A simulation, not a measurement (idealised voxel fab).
Process module heading - voxel fin reveal
255 nm wide, 5 nm square cells: that's cross-section cut.
Think of the cross-section as a grid of square cells. We describe it in bands, top to bottom, and each band covers one or more rows of those cells.
Look at the band entry: it leads with the top's height and the bottom's height in nm. Then it lists the materials left to right, with a width in nm for each. The word "edge to edge" on a single material says that material fills the band edge to edge. The word "blank" is empty space.
Zero point of the height axis is 0; under it, received wafer = one material. Lowest band: continues down indefinitely, "0 nm and below".
It should be noted that a width expressed as "30->40" varies in equal increments from row to row of cells within the band, taking the value of the first number at the top row and that of the second number at the bottom row.
Step marked "nothing got changed"? Then no cell in the cross-section changed in it.
"Internal closed voids" lists enclosed empty spaces (at least 8 cells, no open path upward to the top), each as width x height at distance from the left edge, in nm.
Text after the settings on a step's line: the simulator's own remark on that step.
"overlay nm", when on a step's line for a step with a mask, measures how far to the right of its planned place the mask lay; a negative measure means to the left.
## The planned process steps are enumerated hereunder
1: RECEIVE (material Si)
2: CONFORMAL_DEP (material SiN; thk nm 10)
3: MASKED_ETCH (tone cover; mask id FINS; width nm 15; pitch nm 35; etch materials SiN; depth nm 10; overlay nm 0)
4: MASKED_ETCH (tone cover; mask id FINS; width nm 15; pitch nm 35; etch materials Si; depth nm 35; overlay nm 0)
5: FILL_DEP (material SiO2; thk nm 15)
6: CMP (height nm 10)
7: SELECTIVE_ETCH (etch materials SiO2; depth nm 20)
8: STRIP (etch materials SiN)
## Step 1 complete: cross-section of the wafer as received
* 0 nm and below  Si edge to edge
* Internal closed voids: none
## One mistake in running the module, otherwise start and plan as above: cross-section at the end
* 5 nm to 0 nm  65 SiO2, 15 blank, 20 SiO2, 15 blank, 20 SiO2, 15 blank, 20 SiO2, 15 blank, 70 SiO2
* 0 nm to -35 nm  65 SiO2, 15 Si, 20 SiO2, 15 Si, 20 SiO2, 15 Si, 20 SiO2, 15 Si, 70 SiO2
* -35 nm and below  Si edge to edge
* Internal closed voids: none
The mistake made against the process plan was this: heads up, step 6 of the plan was skipped and never actually ran
